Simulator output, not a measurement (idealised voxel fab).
The process module that follows is named voxel ribs on slabs.
Square cells of 5 nm make up the cross-section cut, whose width is 290 nm.
Format of a cross-section: grid, square cells. Given as bands. Order: top down. Band: one or more rows of cells. Basically the band line says how high the top is and how high the bottom is, in nm, and then what's in it from left to right, every material with its width in nm. Empty space shows up as "air", and if a single material carries "full width" it runs the full band edge to edge. Measure heights from 0. That's the level where, below it, the as-received wafer is all one material. The lowest band is bottomless and extends downward; write it as in "0 -> down". It should be noted that a width expressed as "30 to 40" varies in equal increments from row to row of cells within the band, taking the value of the first number at the top row and that of the second number at the bottom row. Where the words "remained the same" appear for a step, the cross-section shows no cell changed by that step; every cell remained as before. What "Sealed void listing" gives you is every empty space of 8 cells or more that is cut off from the top. Each appears as width x height at distance, with the distance taken from the left edge and width, height and distance all in nm. Past the settings on a step's line: simulator remark, on that step. The optional step-line setting "overlay nm" applies to steps with a mask and quantifies how far to the right of its planned location the mask lay, a negative value indicating leftward placement.

### The process steps that were planned are listed below
1) RECEIVE, material Si
2) DIRECTIONAL_DEP, material SiO2, thk nm 20
3) DIRECTIONAL_DEP, material polySi, thk nm 15
4) MASKED_ETCH, tone cover, mask id RIB, width nm 25, etch materials polySi, depth nm 5, overlay nm 0
5) DIRECTIONAL_DEP, material aC, thk nm 10
6) PATTERN, tone cover, mask id SLAB, material resist, width nm 75, thk nm 25, overlay nm 0
7) DIRECTIONAL_ETCH, etch materials aC, depth nm 10
8) STRIP, etch materials resist
9) DIRECTIONAL_ETCH, etch materials polySi, depth nm 10
10) STRIP, etch materials aC
11) FILL_DEP, material SiO2, thk nm 20
12) CMP, height nm 45
13) DIRECTIONAL_DEP, material TiN, thk nm 5
14) DIRECTIONAL_DEP, material aC, thk nm 15
15) PATTERN, tone cover, mask id HEATER, material resist, width nm 35, thk nm 35, overlay nm 0
16) DIRECTIONAL_ETCH, etch materials aC, depth nm 15
17) STRIP, etch materials resist
18) DIRECTIONAL_ETCH, etch materials TiN, depth nm 5
19) STRIP, etch materials aC
20) CONFORMAL_DEP, material SiO2, thk nm 5

### So this is the incoming wafer in cross-section - it's already been through step 1
0 -> down = Si full width
Sealed void listing: none

### First wafer of two, sectioned at end of module; run went per plan
55 -> 50 = 120 of air, then 45 of SiO2, then 125 of air
50 -> 45 = 125 of SiO2, then 35 of TiN, then 130 of SiO2
45 -> 35 = SiO2 full width
35 -> 30 = 130 of SiO2, then 25 of polySi, then 135 of SiO2
30 -> 20 = 105 of SiO2, then 75 of polySi, then 110 of SiO2
20 -> 0 = SiO2 full width
0 -> down = Si full width
Sealed void listing: none

### What the second wafer looks like in cross-section once the module is done. Its start and its plan matched the first wafer's exactly; what differed was one mistake in how it was run
55 -> 50 = 120 of air, then 45 of SiO2, then 125 of air
50 -> 45 = 125 of SiO2, then 35 of TiN, then 130 of SiO2
45 -> 35 = SiO2 full width
35 -> 30 = 135 of SiO2, then 20 of polySi, then 135 of SiO2
30 -> 20 = 105 of SiO2, then 75 of polySi, then 110 of SiO2
20 -> 0 = SiO2 full width
0 -> down = Si full width
Sealed void listing: none
what went wrong: off-plan run, step 4, actual operation and settings MASKED_ETCH, tone cover, mask id RIB, width nm 20, etch materials polySi, depth nm 5, overlay nm 0
Final wafer comparison in cells, second versus first, more or fewer per material: 1 more of SiO2, 1 fewer of polySi
